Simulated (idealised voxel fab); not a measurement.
Documented hereafter: the process module known as voxel double patterning.
The width of the displayed cross-section, cut, is 210 nm; its cells are square, with a size of 5 nm.
Bands, listed from the top down, are how a cross-section gets written in this document; the cross-section itself is a grid of square cells, and a band is one or more rows of them.
Top, bottom (nm), then materials left to right with widths (nm); lone material tagged "everywhere" fills the whole band edge to edge; "empty" = empty space.
A quick word on heights: they are counted from 0, and under that level the wafer as it came to us is one material throughout. The lowest band is different from the rest in having no bottom; it simply continues downward, written as in "0 -> down".
Width spec "30..40" -> top row of cells at first value, bottom row at second value, equal per-row change in between.
A step reported as "nothing got changed" is a step in which no cell of the cross-section changed.
"closed voids" specifies each empty space that is not open to the top and that occupies no fewer than 8 cells, using the form width x height at distance, the distance measured from the left edge and all three quantities in nm.
Note: text after step settings on the step line = simulator remark on that step.
overlay nm: how far to the right of its planned place the mask lay on this masked step (negative: to the left).
**Intended process steps**
1) RECEIVE, material Si
2) CONFORMAL_DEP, material SiN, thk nm 10
3) DIRECTIONAL_DEP, material SiO2, thk nm 10
4) DIRECTIONAL_DEP, material SiCN, thk nm 10
5) MASKED_ETCH, tone open, mask id FIRST, width nm 15, pitch nm 50, etch materials SiCN, depth nm 10, overlay nm 0
6) MASKED_ETCH, tone open, mask id SECOND, width nm 15, pitch nm 50, etch materials SiCN, depth nm 10, overlay nm 0
7) DIRECTIONAL_ETCH, etch materials SiO2, depth nm 10
8) STRIP, etch materials SiCN
**Step 1 complete: cross-section of the wafer as received**
  0 -> down = Si everywhere
  closed voids: none
**First of two wafers, end-of-module section, run followed plan**
  20 -> 10 = 45 nm SiO2; 15 nm empty; 10 nm SiO2; 15 nm empty; 10 nm SiO2; 15 nm empty; 10 nm SiO2; 15 nm empty; 10 nm SiO2; 15 nm empty; 50 nm SiO2
  10 -> 0 = SiN everywhere
  0 -> down = Si everywhere
  closed voids: none
**Second of two wafers, module complete, sectioned: it shares the first wafer's start and plan but was run with one mistake**
  20 -> 10 = 45 nm empty; 15 nm SiO2; 35 nm empty; 15 nm SiO2; 35 nm empty; 15 nm SiO2; 50 nm empty
  10 -> 0 = SiN everywhere
  0 -> down = Si everywhere
  closed voids: none
What was the processing mistake? step 5 ran differently from the plan; actual operation with settings: MASKED_ETCH, tone cover, mask id FIRST, width nm 15, pitch nm 50, etch materials SiCN, depth nm 10, overlay nm 0
It is noted that, at the conclusion of processing, the second wafer exhibits a higher or lower cell count for certain materials relative to the first: 36 fewer of SiO2
